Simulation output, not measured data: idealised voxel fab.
The process module presented herein is designated voxel spacer lines.
The cross-section on display is named cut; it measures 220 nm wide, and its cells are 5 nm squares.
How to read a cross-section here: the picture is a grid of square cells, written as bands going from the top down, and any band can span one or more rows of cells. Band: top height; bottom height; in nm. Then, left to right: material with width in nm, for each material. "edge to edge": a single material spanning edge to edge. "empty": empty space. Counting heights begins at 0, where everything beneath is, in the wafer as received, one material. The lowest band has no bottom; it goes on downwards, as "0 nm and below" shows. The expression "30->40" gives the width at the extremes of the band, the first number at its top row of cells and the second at its bottom row, with the width changing by equal amounts from each row to the next in between. Where a step carries "no modification", the cross-section came out of it unchanged, cell for cell. The label "Enclosed internal cavities" introduces a list of the empty spaces, 8 cells or larger, that have no open way up to the top; each entry in it reads width x height at distance, where the distance is taken from the left edge and all three are stated in nm. If you see something after the settings on a step's line, that's the simulator's own remark about that step. For masked steps, "overlay nm" on the step line gives how far right of plan the mask actually lay; a minus sign means it lay to the left.

-- plan
- 1: RECEIVE (material Si)
- 2: CONFORMAL_DEP (material Al2O3; thk nm 5)
- 3: DIRECTIONAL_DEP (material TiN; thk nm 15)
- 4: DIRECTIONAL_DEP (material aC; thk nm 25)
- 5: PATTERN (tone cover; mask id MANDREL; material resist; width nm 20; pitch nm 70; thk nm 35; overlay nm 0)
- 6: DIRECTIONAL_ETCH (etch materials aC; depth nm 25)
- 7: STRIP (etch materials resist)
- 8: CONFORMAL_DEP (material SiO2; thk nm 15)
- 9: DIRECTIONAL_ETCH (etch materials SiO2; depth nm 15)
- 10: STRIP (etch materials aC)
- 11: DIRECTIONAL_ETCH (etch materials TiN; depth nm 15)
- 12: STRIP (etch materials SiO2)
- 13: FILL_DEP (material lowk; thk nm 10)
- 14: CMP (height nm 20)

-- As-received state of the wafer in cross-section, equivalent to post-step 1
	0 nm and below = Si edge to edge
	Enclosed internal cavities: none

-- The cross-section shown corresponds to the wafer at the conclusion of the module. The initial structure and the process plan are those presented above; however, one mistake occurred in executing the plan
	20 nm to 5 nm = aC edge to edge
	5 nm to 0 nm = Al2O3 edge to edge
	0 nm and below = Si edge to edge
	Enclosed internal cavities: none
Error vs. plan: steps 3 and 4 swapped
